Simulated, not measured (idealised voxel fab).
process module | voxel transistor to metal
cross-section cut | 180 nm wide | cells 5 nm
A cross-section is a grid of square cells, given in bands from the top down. A band is one or more rows of cells.
Each band's line starts with the height of the band's top and of its bottom, in nm. Then come its materials from left to right, each with its width in nm. One material with "throughout" fills the band from edge to edge. "air" is empty space.
Height 0 is the level under which the wafer as received is all one material. The lowest band goes on downwards, as in "0 down".
A width such as "30 to 40" changes by the same amount from each row of cells to the next, from the band's top row to its bottom row.
"no change" after a step means that no cell of the cross-section changed.
closed voids: empty space of 8 cells or more with no open way to the top, each as width x height at its distance from the left edge, in nm
after a step's settings: what the simulator itself notes on the step
overlay nm, on a step with a mask: how far to the right of its planned place the mask lay; to the left if negative
plan
1 op RECEIVE | material Si
2 op CONFORMAL_DEP | material SiO2 | thk nm 5
3 op CONFORMAL_DEP | material SiN | thk nm 10
4 op DIRECTIONAL_DEP | material aC | thk nm 15
5 op PATTERN | tone cover | mask id ACTIVE | material resist | width nm 115 | thk nm 35 | overlay nm 0
6 op DIRECTIONAL_ETCH | etch materials aC | depth nm 15
7 op STRIP | etch materials resist
8 op DIRECTIONAL_ETCH | etch materials SiN | depth nm 10
9 op DIRECTIONAL_ETCH | etch materials SiO2 | depth nm 5
10 op DIRECTIONAL_ETCH | etch materials Si | depth nm 20
11 op STRIP | etch materials aC
12 op OXIDIZE | depth nm 5
13 op FILL_DEP | material SiO2 | thk nm 15
14 op CMP | height nm 15
15 op SELECTIVE_ETCH | etch materials SiO2 | depth nm 5
16 op STRIP | etch materials SiN
17 op SELECTIVE_ETCH | etch materials SiO2 | depth nm 5
18 op OXIDIZE | depth nm 5
19 op DIRECTIONAL_DEP | material polySi | thk nm 30
20 op DIRECTIONAL_DEP | material SiCN | thk nm 10
21 op MASKED_ETCH | tone cover | mask id GATE | width nm 25 | etch materials SiCN | depth nm 20 | overlay nm 0
22 op MASKED_ETCH | tone cover | mask id GATE | width nm 25 | etch materials polySi | depth nm 40 | overlay nm 0
23 op CONFORMAL_DEP | material SiN | thk nm 5
24 op DIRECTIONAL_ETCH | etch materials SiN | depth nm 5
25 op DIRECTIONAL_ETCH | etch materials SiO2 | depth nm 5
26 op DIRECTIONAL_ETCH | etch materials Si | depth nm 15
27 op EPI | material nSi | thk nm 15
28 op FILL_DEP | material SiO2 | thk nm 5
29 op CMP | height nm 30
30 op STRIP | etch materials polySi
31 op SELECTIVE_ETCH | etch materials SiO2 | depth nm 5
32 op CONFORMAL_DEP | material HfO2 | thk nm 5
33 op CONFORMAL_DEP | material TiN | thk nm 5
34 op FILL_DEP | material W | thk nm 10
35 op CMP | height nm 25
36 op DIRECTIONAL_DEP | material SiO2 | thk nm 10
37 op MASKED_ETCH | tone open | mask id CONTACT | width nm 15 | pitch nm 80 | etch materials SiO2 | depth nm 40 | overlay nm 0
38 op CONFORMAL_DEP | material TiN | thk nm 5
39 op FILL_DEP | material W | thk nm 5
40 op CMP | height nm 35
41 op DIRECTIONAL_DEP | material TiN | thk nm 5
42 op DIRECTIONAL_DEP | material Ru | thk nm 20
43 op MASKED_ETCH | tone cover | mask id METAL_1 | width nm 15 | pitch nm 80 | etch materials Ru | depth nm 20 | overlay nm 0
44 op MASKED_ETCH | tone cover | mask id METAL_1 | width nm 15 | pitch nm 80 | etch materials TiN | depth nm 5 | overlay nm 0
45 op CONFORMAL_DEP | material SiN | thk nm 5
46 op FILL_DEP | material SiO2 | thk nm 10
47 op CMP | height nm 60
48 op CONFORMAL_DEP | material SiCN | thk nm 5
as received, after step 1
  0 down: Si throughout
  closed voids: none
a wafer at the end: this start, this plan, one mistake
  65 to 60: SiCN throughout
  60 to 40: SiO2 35 | SiN 5 | Ru 15 | SiN 5 | SiO2 55 | SiN 5 | Ru 15 | SiN 5 | SiO2 40
  40 to 35: SiN 40 | TiN 15 | SiN 65 | TiN 15 | SiN 45
  35 to 25: SiO2 40 | TiN 5 | W 5 | TiN 5 | SiO2 65 | TiN 5 | W 5 | TiN 5 | SiO2 45
  25 to 10: SiO2 40 | TiN 5 | W 5 | TiN 5 | SiO2 15 | SiN 5 | HfO2 5 | TiN 5 | W 5 | TiN 5 | HfO2 5 | SiN 5 | SiO2 15 | TiN 5 | W 5 | TiN 5 | SiO2 45
  10 to 5: SiO2 40 | TiN 5 | W 5 | TiN 5 | SiO2 15 | SiN 5 | HfO2 5 | TiN 15 | HfO2 5 | SiN 5 | SiO2 15 | TiN 5 | W 5 | TiN 5 | SiO2 45
  5 to 0: SiO2 30 | SiN 5 | SiO2 5 | TiN 5 | W 5 | TiN 5 | SiO2 15 | HfO2 35 | SiO2 15 | TiN 5 | W 5 | TiN 5 | SiO2 5 | SiN 5 | SiO2 35
  0 to -5: SiO2 40 | TiN 15 | SiO2 65 | TiN 15 | SiO2 45
  -5 to -20: nSi 25 | SiO2 125 | nSi 30
  -20 to -25: Si 25 | SiO2 125 | Si 30
  -25 down: Si throughout
  closed voids: none
what went wrong: step 5 ran as: op PATTERN | tone open | mask id ACTIVE | material resist | width nm 115 | thk nm 35 | overlay nm 0
